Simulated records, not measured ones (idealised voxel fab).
The following process module bears the name voxel wiring stack.
We display cut, a cross-section 290 nm in width whose square cells are each 5 nm.
Think of the cross-section as a grid of square cells. We describe it in bands, top to bottom, and each band covers one or more rows of those cells.
What a band's entry tells you: where the top is and where the bottom is, as heights in nm, and after that what lies inside, material by material from left to right, each with its width in nm. Empty space is written as the word "empty", and a single material marked with the word "all across" occupies the band from edge to edge.
Heights are measured from 0, the level below which the as-received wafer is all one material; the lowest band has no bottom and continues downward, written as in "0..down".
The two numbers in a width such as "30 to 40" mark its ends across the band: the first belongs to the top row of cells, the second to the bottom row, and from each row to the next the width moves by the same amount.
What does "no alterations made" mean for a step? It means no cell of the cross-section changed in that step.
This entry, "Closed void list", enumerates those empty regions of no fewer than 8 cells that possess no open connection to the top. Each region is reported in the form width x height at distance, the distance being taken from the left edge, with all three quantities expressed in nm.
Where a step's line continues beyond its settings, the continuation is a remark by the simulator itself on that step.
overlay nm: step with mask; distance mask lay right of planned place; negative value = left of planned place.

Steps planned for the process:
1,op RECEIVE | material Si
2,op CONFORMAL_DEP | material SiO2 | thk nm 15
3,op CONFORMAL_DEP | material SiCN | thk nm 5
4,op DIRECTIONAL_DEP | material lowk | thk nm 20
5,op DIRECTIONAL_DEP | material aC | thk nm 10
6,op PATTERN | tone open | mask id METAL_1 | material resist | width nm 30 | pitch nm 45 | thk nm 25 | overlay nm 0
7,op DIRECTIONAL_ETCH | etch materials aC | depth nm 10
8,op STRIP | etch materials resist
9,op DIRECTIONAL_ETCH | etch materials lowk | depth nm 20
10,op DIRECTIONAL_ETCH | etch materials SiCN | depth nm 5
11,op STRIP | etch materials aC
12,op CONFORMAL_DEP | material TiN | thk nm 5
13,op FILL_DEP | material Cu | thk nm 10
14,op CMP | height nm 40
15,op CONFORMAL_DEP | material SiCN | thk nm 5
16,op DIRECTIONAL_DEP | material SiO2 | thk nm 15
17,op PATTERN | tone open | mask id PLUG_1 | material resist | width nm 15 | pitch nm 45 | thk nm 15 | overlay nm 0
18,op DIRECTIONAL_ETCH | etch materials SiO2 | depth nm 15
19,op DIRECTIONAL_ETCH | etch materials SiCN | depth nm 5
20,op STRIP | etch materials resist
21,op EPI | material Ru | thk nm 10
22,op EPI | material Ru | thk nm 10
23,op CONFORMAL_DEP | material SiCN | thk nm 5
24,op DIRECTIONAL_DEP | material lowk | thk nm 20
25,op MASKED_ETCH | tone open | mask id METAL_2 | width nm 30 | pitch nm 45 | etch materials lowk | depth nm 20 | overlay nm 0
26,op MASKED_ETCH | tone open | mask id METAL_2 | width nm 30 | pitch nm 45 | etch materials SiCN | depth nm 5 | overlay nm 0
27,op CONFORMAL_DEP | material TiN | thk nm 5
28,op FILL_DEP | material W | thk nm 10
29,op CMP | height nm 85
30,op CONFORMAL_DEP | material SiCN | thk nm 5
31,op DIRECTIONAL_DEP | material lowk | thk nm 25
32,op PATTERN | tone open | mask id METAL_3_HOLES | material resist | width nm 15 | pitch nm 90 | thk nm 15 | overlay nm 0
33,op DIRECTIONAL_ETCH | etch materials lowk | depth nm 25
34,op STRIP | etch materials resist
35,op DIRECTIONAL_DEP | material aC | thk nm 15
36,op PATTERN | tone open | mask id METAL_3 | material resist | width nm 30 | pitch nm 45 | thk nm 35 | overlay nm 0
37,op DIRECTIONAL_ETCH | etch materials aC | depth nm 15
38,op STRIP | etch materials resist
39,op DIRECTIONAL_ETCH | etch materials lowk | depth nm 15
40,op DIRECTIONAL_ETCH | etch materials SiCN | depth nm 5
41,op STRIP | etch materials aC
42,op CONFORMAL_DEP | material TiN | thk nm 5
43,op FILL_DEP | material Cu | thk nm 5
44,op CMP | height nm 115
45,op CONFORMAL_DEP | material SiCN | thk nm 5

First wafer, two in total, run as planned:

Cross-section: wafer on arrival = after step 1:
  0..down | Si all across
  Closed void list: none

Wafer section view after processing step 2:
  15..0 | SiO2 all across
  At heights below 0, the structure remains unaltered.

Wafer section view after processing step 3:
  20..15 | SiCN all across
  At heights below 15, the structure remains unaltered.

Wafer section view after processing step 4:
  40..20 | lowk all across
  At heights below 20, the structure remains unaltered.

Wafer section view after processing step 5:
  50..40 | aC all across
  At heights below 40, the structure remains unaltered.

Wafer section view after processing step 6:
  75..50 | 60 of resist; 30 of empty; 15 of resist; 30 of empty; 15 of resist; 30 of empty; 15 of resist; 30 of empty; 65 of resist
  At heights below 50, the structure remains unaltered.

Wafer section view after processing step 7:
  65..50 | 60 of resist; 30 of empty; 15 of resist; 30 of empty; 15 of resist; 30 of empty; 15 of resist; 30 of empty; 65 of resist
  50..40 | 60 of aC; 30 of empty; 15 of aC; 30 of empty; 15 of aC; 30 of empty; 15 of aC; 30 of empty; 65 of aC
  At heights below 40, the structure remains unaltered.

Wafer section view after processing step 8:
  50..40 | 60 of aC; 30 of empty; 15 of aC; 30 of empty; 15 of aC; 30 of empty; 15 of aC; 30 of empty; 65 of aC
  At heights below 40, the structure remains unaltered.

Wafer section view after processing step 9:
  50..40 | 60 of aC; 30 of empty; 15 of aC; 30 of empty; 15 of aC; 30 of empty; 15 of aC; 30 of empty; 65 of aC
  40..20 | 60 of lowk; 30 of empty; 15 of lowk; 30 of empty; 15 of lowk; 30 of empty; 15 of lowk; 30 of empty; 65 of lowk
  At heights below 20, the structure remains unaltered.

Wafer section view after processing step 10:
  50..40 | 60 of aC; 30 of empty; 15 of aC; 30 of empty; 15 of aC; 30 of empty; 15 of aC; 30 of empty; 65 of aC
  40..20 | 60 of lowk; 30 of empty; 15 of lowk; 30 of empty; 15 of lowk; 30 of empty; 15 of lowk; 30 of empty; 65 of lowk
  20..15 | 60 of SiCN; 30 of empty; 15 of SiCN; 30 of empty; 15 of SiCN; 30 of empty; 15 of SiCN; 30 of empty; 65 of SiCN
  At heights below 15, the structure remains unaltered.

Wafer section view after processing step 11:
  40..20 | 60 of lowk; 30 of empty; 15 of lowk; 30 of empty; 15 of lowk; 30 of empty; 15 of lowk; 30 of empty; 65 of lowk
  At heights below 20, the structure remains unaltered.

Wafer section view after processing step 12:
  45..40 | 65 of TiN; 20 of empty; 25 of TiN; 20 of empty; 25 of TiN; 20 of empty; 25 of TiN; 20 of empty; 70 of TiN
  40..20 | 60 of lowk; 5 of TiN; 20 of empty; 5 of TiN; 15 of lowk; 5 of TiN; 20 of empty; 5 of TiN; 15 of lowk; 5 of TiN; 20 of empty; 5 of TiN; 15 of lowk; 5 of TiN; 20 of empty; 5 of TiN; 65 of lowk
  20..15 | 60 of SiCN; 30 of TiN; 15 of SiCN; 30 of TiN; 15 of SiCN; 30 of TiN; 15 of SiCN; 30 of TiN; 65 of SiCN
  At heights below 15, the structure remains unaltered.

Wafer section view after processing step 13:
  55..45 | Cu all across
  45..40 | 65 of TiN; 20 of Cu; 25 of TiN; 20 of Cu; 25 of TiN; 20 of Cu; 25 of TiN; 20 of Cu; 70 of TiN
  40..20 | 60 of lowk; 5 of TiN; 20 of Cu; 5 of TiN; 15 of lowk; 5 of TiN; 20 of Cu; 5 of TiN; 15 of lowk; 5 of TiN; 20 of Cu; 5 of TiN; 15 of lowk; 5 of TiN; 20 of Cu; 5 of TiN; 65 of lowk
  At heights below 20, the structure remains unaltered.

Wafer section view after processing step 14:
  40..20 | 60 of lowk; 5 of TiN; 20 of Cu; 5 of TiN; 15 of lowk; 5 of TiN; 20 of Cu; 5 of TiN; 15 of lowk; 5 of TiN; 20 of Cu; 5 of TiN; 15 of lowk; 5 of TiN; 20 of Cu; 5 of TiN; 65 of lowk
  At heights below 20, the structure remains unaltered.

Wafer section view after processing step 15:
  45..40 | SiCN all across
  At heights below 40, the structure remains unaltered.

Wafer section view after processing step 16:
  60..45 | SiO2 all across
  At heights below 45, the structure remains unaltered.

Wafer section view after processing step 17:
  75..60 | 60 of resist; 15 of empty; 30 of resist; 15 of empty; 30 of resist; 15 of empty; 30 of resist; 15 of empty; 80 of resist
  At heights below 60, the structure remains unaltered.

Wafer section view after processing step 18:
  75..60 | 60 of resist; 15 of empty; 30 of resist; 15 of empty; 30 of resist; 15 of empty; 30 of resist; 15 of empty; 80 of resist
  60..45 | 60 of SiO2; 15 of empty; 30 of SiO2; 15 of empty; 30 of SiO2; 15 of empty; 30 of SiO2; 15 of empty; 80 of SiO2
  At heights below 45, the structure remains unaltered.

Wafer section view after processing step 19:
  75..60 | 60 of resist; 15 of empty; 30 of resist; 15 of empty; 30 of resist; 15 of empty; 30 of resist; 15 of empty; 80 of resist
  60..45 | 60 of SiO2; 15 of empty; 30 of SiO2; 15 of empty; 30 of SiO2; 15 of empty; 30 of SiO2; 15 of empty; 80 of SiO2
  45..40 | 60 of SiCN; 15 of empty; 30 of SiCN; 15 of empty; 30 of SiCN; 15 of empty; 30 of SiCN; 15 of empty; 80 of SiCN
  At heights below 40, the structure remains unaltered.

Wafer section view after processing step 20:
  60..45 | 60 of SiO2; 15 of empty; 30 of SiO2; 15 of empty; 30 of SiO2; 15 of empty; 30 of SiO2; 15 of empty; 80 of SiO2
  At heights below 45, the structure remains unaltered.

Wafer section view after processing step 21:
  60..50 | 60 of SiO2; 15 of empty; 30 of SiO2; 15 of empty; 30 of SiO2; 15 of empty; 30 of SiO2; 15 of empty; 80 of SiO2
  50..45 | 60 of SiO2; 15 of Ru; 30 of SiO2; 15 of Ru; 30 of SiO2; 15 of Ru; 30 of SiO2; 15 of Ru; 80 of SiO2
  45..40 | 60 of SiCN; 15 of Ru; 30 of SiCN; 15 of Ru; 30 of SiCN; 15 of Ru; 30 of SiCN; 15 of Ru; 80 of SiCN
  At heights below 40, the structure remains unaltered.

Wafer section view after processing step 22:
  60..45 | 60 of SiO2; 15 of Ru; 30 of SiO2; 15 of Ru; 30 of SiO2; 15 of Ru; 30 of SiO2; 15 of Ru; 80 of SiO2
  At heights below 45, the structure remains unaltered.

Wafer section view after processing step 23:
  65..60 | SiCN all across
  At heights below 60, the structure remains unaltered.

Wafer section view after processing step 24:
  85..65 | lowk all across
  At heights below 65, the structure remains unaltered.

Wafer section view after processing step 25:
  85..65 | 60 of lowk; 30 of empty; 15 of lowk; 30 of empty; 15 of lowk; 30 of empty; 15 of lowk; 30 of empty; 65 of lowk
  At heights below 65, the structure remains unaltered.

Wafer section view after processing step 26:
  85..65 | 60 of lowk; 30 of empty; 15 of lowk; 30 of empty; 15 of lowk; 30 of empty; 15 of lowk; 30 of empty; 65 of lowk
  65..60 | 60 of SiCN; 30 of empty; 15 of SiCN; 30 of empty; 15 of SiCN; 30 of empty; 15 of SiCN; 30 of empty; 65 of SiCN
  At heights below 60, the structure remains unaltered.

Wafer section view after processing step 27:
  90..85 | 65 of TiN; 20 of empty; 25 of TiN; 20 of empty; 25 of TiN; 20 of empty; 25 of TiN; 20 of empty; 70 of TiN
  85..65 | 60 of lowk; 5 of TiN; 20 of empty; 5 of TiN; 15 of lowk; 5 of TiN; 20 of empty; 5 of TiN; 15 of lowk; 5 of TiN; 20 of empty; 5 of TiN; 15 of lowk; 5 of TiN; 20 of empty; 5 of TiN; 65 of lowk
  65..60 | 60 of SiCN; 30 of TiN; 15 of SiCN; 30 of TiN; 15 of SiCN; 30 of TiN; 15 of SiCN; 30 of TiN; 65 of SiCN
  At heights below 60, the structure remains unaltered.

Wafer section view after processing step 28:
  100..90 | W all across
  90..85 | 65 of TiN; 20 of W; 25 of TiN; 20 of W; 25 of TiN; 20 of W; 25 of TiN; 20 of W; 70 of TiN
  85..65 | 60 of lowk; 5 of TiN; 20 of W; 5 of TiN; 15 of lowk; 5 of TiN; 20 of W; 5 of TiN; 15 of lowk; 5 of TiN; 20 of W; 5 of TiN; 15 of lowk; 5 of TiN; 20 of W; 5 of TiN; 65 of lowk
  At heights below 65, the structure remains unaltered.

Wafer section view after processing step 29:
  85..65 | 60 of lowk; 5 of TiN; 20 of W; 5 of TiN; 15 of lowk; 5 of TiN; 20 of W; 5 of TiN; 15 of lowk; 5 of TiN; 20 of W; 5 of TiN; 15 of lowk; 5 of TiN; 20 of W; 5 of TiN; 65 of lowk
  At heights below 65, the structure remains unaltered.

Wafer section view after processing step 30:
  90..85 | SiCN all across
  At heights below 85, the structure remains unaltered.

Wafer section view after processing step 31:
  115..90 | lowk all across
  At heights below 90, the structure remains unaltered.

Wafer section view after processing step 32:
  130..115 | 60 of resist; 15 of empty; 75 of resist; 15 of empty; 125 of resist
  At heights below 115, the structure remains unaltered.

Wafer section view after processing step 33:
  130..115 | 60 of resist; 15 of empty; 75 of resist; 15 of empty; 125 of resist
  115..90 | 60 of lowk; 15 of empty; 75 of lowk; 15 of empty; 125 of lowk
  At heights below 90, the structure remains unaltered.

Wafer section view after processing step 34:
  115..90 | 60 of lowk; 15 of empty; 75 of lowk; 15 of empty; 125 of lowk
  At heights below 90, the structure remains unaltered.

Wafer section view after processing step 35:
  130..115 | 60 of aC; 15 of empty; 75 of aC; 15 of empty; 125 of aC
  115..105 | 60 of lowk; 15 of empty; 75 of lowk; 15 of empty; 125 of lowk
  105..90 | 60 of lowk; 15 of aC; 75 of lowk; 15 of aC; 125 of lowk
  At heights below 90, the structure remains unaltered.

Wafer section view after processing step 36:
  165..130 | 60 of resist; 30 of empty; 15 of resist; 30 of empty; 15 of resist; 30 of empty; 15 of resist; 30 of empty; 65 of resist
  At heights below 130, the structure remains unaltered.

Wafer section view after processing step 37:
  150..130 | 60 of resist; 30 of empty; 15 of resist; 30 of empty; 15 of resist; 30 of empty; 15 of resist; 30 of empty; 65 of resist
  130..115 | 60 of aC; 30 of empty; 15 of aC; 30 of empty; 15 of aC; 30 of empty; 15 of aC; 30 of empty; 65 of aC
  115..90 | 60 of lowk; 15 of empty; 75 of lowk; 15 of empty; 125 of lowk
  At heights below 90, the structure remains unaltered.

Wafer section view after processing step 38:
  130..115 | 60 of aC; 30 of empty; 15 of aC; 30 of empty; 15 of aC; 30 of empty; 15 of aC; 30 of empty; 65 of aC
  At heights below 115, the structure remains unaltered.

Wafer section view after processing step 39:
  130..115 | 60 of aC; 30 of empty; 15 of aC; 30 of empty; 15 of aC; 30 of empty; 15 of aC; 30 of empty; 65 of aC
  115..100 | 60 of lowk; 30 of empty; 15 of lowk; 30 of empty; 15 of lowk; 30 of empty; 15 of lowk; 30 of empty; 65 of lowk
  At heights below 100, the structure remains unaltered.

Wafer section view after processing step 40:
  130..115 | 60 of aC; 30 of empty; 15 of aC; 30 of empty; 15 of aC; 30 of empty; 15 of aC; 30 of empty; 65 of aC
  115..100 | 60 of lowk; 30 of empty; 15 of lowk; 30 of empty; 15 of lowk; 30 of empty; 15 of lowk; 30 of empty; 65 of lowk
  100..90 | 60 of lowk; 15 of empty; 75 of lowk; 15 of empty; 125 of lowk
  90..85 | 60 of SiCN; 15 of empty; 75 of SiCN; 15 of empty; 125 of SiCN
  At heights below 85, the structure remains unaltered.

Wafer section view after processing step 41:
  115..100 | 60 of lowk; 30 of empty; 15 of lowk; 30 of empty; 15 of lowk; 30 of empty; 15 of lowk; 30 of empty; 65 of lowk
  At heights below 100, the structure remains unaltered.

Wafer section view after processing step 42:
  120..115 | 65 of TiN; 20 of empty; 25 of TiN; 20 of empty; 25 of TiN; 20 of empty; 25 of TiN; 20 of empty; 70 of TiN
  115..105 | 60 of lowk; 5 of TiN; 20 of empty; 5 of TiN; 15 of lowk; 5 of TiN; 20 of empty; 5 of TiN; 15 of lowk; 5 of TiN; 20 of empty; 5 of TiN; 15 of lowk; 5 of TiN; 20 of empty; 5 of TiN; 65 of lowk
  105..100 | 60 of lowk; 5 of TiN; 5 of empty; 20 of TiN; 15 of lowk; 30 of TiN; 15 of lowk; 5 of TiN; 5 of empty; 20 of TiN; 15 of lowk; 30 of TiN; 65 of lowk
  100..90 | 60 of lowk; 5 of TiN; 5 of empty; 5 of TiN; 75 of lowk; 5 of TiN; 5 of empty; 5 of TiN; 125 of lowk
  90..85 | 60 of SiCN; 15 of TiN; 75 of SiCN; 15 of TiN; 125 of SiCN
  At heights below 85, the structure remains unaltered.

Wafer section view after processing step 43:
  125..120 | Cu all across
  120..115 | 65 of TiN; 20 of Cu; 25 of TiN; 20 of Cu; 25 of TiN; 20 of Cu; 25 of TiN; 20 of Cu; 70 of TiN
  115..105 | 60 of lowk; 5 of TiN; 20 of Cu; 5 of TiN; 15 of lowk; 5 of TiN; 20 of Cu; 5 of TiN; 15 of lowk; 5 of TiN; 20 of Cu; 5 of TiN; 15 of lowk; 5 of TiN; 20 of Cu; 5 of TiN; 65 of lowk
  105..100 | 60 of lowk; 5 of TiN; 5 of Cu; 20 of TiN; 15 of lowk; 30 of TiN; 15 of lowk; 5 of TiN; 5 of Cu; 20 of TiN; 15 of lowk; 30 of TiN; 65 of lowk
  100..90 | 60 of lowk; 5 of TiN; 5 of Cu; 5 of TiN; 75 of lowk; 5 of TiN; 5 of Cu; 5 of TiN; 125 of lowk
  At heights below 90, the structure remains unaltered.

Wafer section view after processing step 44:
  115..105 | 60 of lowk; 5 of TiN; 20 of Cu; 5 of TiN; 15 of lowk; 5 of TiN; 20 of Cu; 5 of TiN; 15 of lowk; 5 of TiN; 20 of Cu; 5 of TiN; 15 of lowk; 5 of TiN; 20 of Cu; 5 of TiN; 65 of lowk
  At heights below 105, the structure remains unaltered.

Wafer section view after processing step 45:
  120..115 | SiCN all across
  At heights below 115, the structure remains unaltered.

Second wafer, same starting conditions and recipe as the first, one mistake in executing it, nothing differs from the first up to and including step 31:

Cross-section of the second wafer corresponding to the planned conclusion of step 32:
  130..115 | 70 of resist; 15 of empty; 75 of resist; 15 of empty; 115 of resist
  At heights below 115, the structure remains unaltered.

Cross-section of the second wafer corresponding to the planned conclusion of step 33:
  130..115 | 70 of resist; 15 of empty; 75 of resist; 15 of empty; 115 of resist
  115..90 | 70 of lowk; 15 of empty; 75 of lowk; 15 of empty; 115 of lowk
  At heights below 90, the structure remains unaltered.

Cross-section of the second wafer corresponding to the planned conclusion of step 34:
  115..90 | 70 of lowk; 15 of empty; 75 of lowk; 15 of empty; 115 of lowk
  At heights below 90, the structure remains unaltered.

Cross-section of the second wafer corresponding to the planned conclusion of step 35:
  130..115 | 70 of aC; 15 of empty; 75 of aC; 15 of empty; 115 of aC
  115..105 | 70 of lowk; 15 of empty; 75 of lowk; 15 of empty; 115 of lowk
  105..90 | 70 of lowk; 15 of aC; 75 of lowk; 15 of aC; 115 of lowk
  At heights below 90, the structure remains unaltered.

Cross-section of the second wafer corresponding to the planned conclusion of step 36:
  165..130 | 60 of resist; 30 of empty; 15 of resist; 30 of empty; 15 of resist; 30 of empty; 15 of resist; 30 of empty; 65 of resist
  At heights below 130, the structure remains unaltered.

Cross-section of the second wafer corresponding to the planned conclusion of step 37:
  150..130 | 60 of resist; 30 of empty; 15 of resist; 30 of empty; 15 of resist; 30 of empty; 15 of resist; 30 of empty; 65 of resist
  130..115 | 60 of aC; 30 of empty; 15 of aC; 30 of empty; 15 of aC; 30 of empty; 15 of aC; 30 of empty; 65 of aC
  115..90 | 70 of lowk; 15 of empty; 75 of lowk; 15 of empty; 115 of lowk
  At heights below 90, the structure remains unaltered.

Cross-section of the second wafer corresponding to the planned conclusion of step 38:
  130..115 | 60 of aC; 30 of empty; 15 of aC; 30 of empty; 15 of aC; 30 of empty; 15 of aC; 30 of empty; 65 of aC
  At heights below 115, the structure remains unaltered.

Cross-section of the second wafer corresponding to the planned conclusion of step 39:
  130..115 | 60 of aC; 30 of empty; 15 of aC; 30 of empty; 15 of aC; 30 of empty; 15 of aC; 30 of empty; 65 of aC
  115..100 | 60 of lowk; 30 of empty; 15 of lowk; 30 of empty; 15 of lowk; 30 of empty; 15 of lowk; 30 of empty; 65 of lowk
  At heights below 100, the structure remains unaltered.

Cross-section of the second wafer corresponding to the planned conclusion of step 40:
  130..115 | 60 of aC; 30 of empty; 15 of aC; 30 of empty; 15 of aC; 30 of empty; 15 of aC; 30 of empty; 65 of aC
  115..100 | 60 of lowk; 30 of empty; 15 of lowk; 30 of empty; 15 of lowk; 30 of empty; 15 of lowk; 30 of empty; 65 of lowk
  100..90 | 70 of lowk; 15 of empty; 75 of lowk; 15 of empty; 115 of lowk
  90..85 | 70 of SiCN; 15 of empty; 75 of SiCN; 15 of empty; 115 of SiCN
  At heights below 85, the structure remains unaltered.

Cross-section of the second wafer corresponding to the planned conclusion of step 41:
  115..100 | 60 of lowk; 30 of empty; 15 of lowk; 30 of empty; 15 of lowk; 30 of empty; 15 of lowk; 30 of empty; 65 of lowk
  At heights below 100, the structure remains unaltered.

Cross-section of the second wafer corresponding to the planned conclusion of step 42:
  120..115 | 65 of TiN; 20 of empty; 25 of TiN; 20 of empty; 25 of TiN; 20 of empty; 25 of TiN; 20 of empty; 70 of TiN
  115..105 | 60 of lowk; 5 of TiN; 20 of empty; 5 of TiN; 15 of lowk; 5 of TiN; 20 of empty; 5 of TiN; 15 of lowk; 5 of TiN; 20 of empty; 5 of TiN; 15 of lowk; 5 of TiN; 20 of empty; 5 of TiN; 65 of lowk
  105..100 | 60 of lowk; 15 of TiN; 5 of empty; 10 of TiN; 15 of lowk; 30 of TiN; 15 of lowk; 15 of TiN; 5 of empty; 10 of TiN; 15 of lowk; 30 of TiN; 65 of lowk
  100..90 | 70 of lowk; 5 of TiN; 5 of empty; 5 of TiN; 75 of lowk; 5 of TiN; 5 of empty; 5 of TiN; 115 of lowk
  90..85 | 70 of SiCN; 15 of TiN; 75 of SiCN; 15 of TiN; 115 of SiCN
  At heights below 85, the structure remains unaltered.

Cross-section of the second wafer corresponding to the planned conclusion of step 43:
  125..120 | Cu all across
  120..115 | 65 of TiN; 20 of Cu; 25 of TiN; 20 of Cu; 25 of TiN; 20 of Cu; 25 of TiN; 20 of Cu; 70 of TiN
  115..105 | 60 of lowk; 5 of TiN; 20 of Cu; 5 of TiN; 15 of lowk; 5 of TiN; 20 of Cu; 5 of TiN; 15 of lowk; 5 of TiN; 20 of Cu; 5 of TiN; 15 of lowk; 5 of TiN; 20 of Cu; 5 of TiN; 65 of lowk
  105..100 | 60 of lowk; 15 of TiN; 5 of Cu; 10 of TiN; 15 of lowk; 30 of TiN; 15 of lowk; 15 of TiN; 5 of Cu; 10 of TiN; 15 of lowk; 30 of TiN; 65 of lowk
  100..90 | 70 of lowk; 5 of TiN; 5 of Cu; 5 of TiN; 75 of lowk; 5 of TiN; 5 of Cu; 5 of TiN; 115 of lowk
  At heights below 90, the structure remains unaltered.

Cross-section of the second wafer corresponding to the planned conclusion of step 44:
  115..105 | 60 of lowk; 5 of TiN; 20 of Cu; 5 of TiN; 15 of lowk; 5 of TiN; 20 of Cu; 5 of TiN; 15 of lowk; 5 of TiN; 20 of Cu; 5 of TiN; 15 of lowk; 5 of TiN; 20 of Cu; 5 of TiN; 65 of lowk
  At heights below 105, the structure remains unaltered.

Cross-section of the second wafer corresponding to the planned conclusion of step 45:
  120..115 | SiCN all across
  At heights below 115, the structure remains unaltered.
Deviation noted in wafer processing: step 32 did not use the planned setting and instead ran as op PATTERN | tone open | mask id METAL_3_HOLES | material resist | width nm 15 | pitch nm 90 | thk nm 15 | overlay nm 10
End check, second vs first wafer: material counts in cells match, positions do not.
